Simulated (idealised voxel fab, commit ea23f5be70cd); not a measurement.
Herein follows the process module entitled voxel double patterning.
Xsec cut, 245 nm wide, square cell size 5 nm.
Just so we're on the same page, the cross-sections are grids of square cells, and they're listed out in bands top to bottom, each band one or more rows deep.
Top, bottom (nm), then materials left to right with widths (nm); lone material tagged "throughout" fills the whole band edge to edge; "empty" = empty space.
Heights from 0 (as-received wafer is one material below). Bottom band endless downward, as "0 down".
Quick explanation for "30..40": the width changes in equal steps down the rows of cells, from the first number in the band's top row to the second number in its bottom row.
"no modifications" after a step means that no cell of the cross-section changed.
Heads up: "Fully sealed voids" only lists the empty pockets with no open path to the top that are 8 cells or more, and it writes them as width x height at distance, distance from the left edge, in nm.
Anything after a step's settings on that line? It's the simulator's own note about the step.
On any step carrying a mask, the "overlay nm" setting, if present on the step's line, tells how far right of its planned place the mask lay; negative values point to the left.

Process steps foreseen in the plan
- 1: op RECEIVE | material Si
- 2: op CONFORMAL_DEP | material SiO2 | thk nm 5
- 3: op DIRECTIONAL_DEP | material polySi | thk nm 15
- 4: op DIRECTIONAL_DEP | material SiN | thk nm 5
- 5: op DIRECTIONAL_DEP | material aC | thk nm 10
- 6: op PATTERN | tone open | mask id FIRST | material resist | width nm 15 | pitch nm 50 | thk nm 30 | overlay nm 0
- 7: op DIRECTIONAL_ETCH | etch materials aC | depth nm 10
- 8: op STRIP | etch materials resist
- 9: op DIRECTIONAL_ETCH | etch materials SiN | depth nm 5
- 10: op STRIP | etch materials aC
- 11: op PATTERN | tone open | mask id SECOND | material resist | width nm 15 | thk nm 20 | overlay nm 0
- 12: op DIRECTIONAL_ETCH | etch materials SiN | depth nm 5
- 13: op STRIP | etch materials resist
- 14: op DIRECTIONAL_ETCH | etch materials polySi | depth nm 15
- 15: op STRIP | etch materials SiN
Quick note for whoever runs this: the wafers start identical, but the thk nm at step 2 isn't the same across them. The plan just shows what the first wafer had.

This is how the first of several wafers looked in cross-section when it arrived, which is after step 1
    0 down  Si throughout
    Fully sealed voids: none

Basically each wafer gets a line in the table, showing it at the end of the module: material by material, the cells it gained (+) or lost (-) since we got it, then its closed voids
thk nm 5 | +49 SiO2 | +120 polySi | Fully sealed voids: none
thk nm 10 | +98 SiO2 | +120 polySi | Fully sealed voids: none
thk nm 15 | +147 SiO2 | +120 polySi | Fully sealed voids: none
thk nm 20 | +196 SiO2 | +120 polySi | Fully sealed voids: none
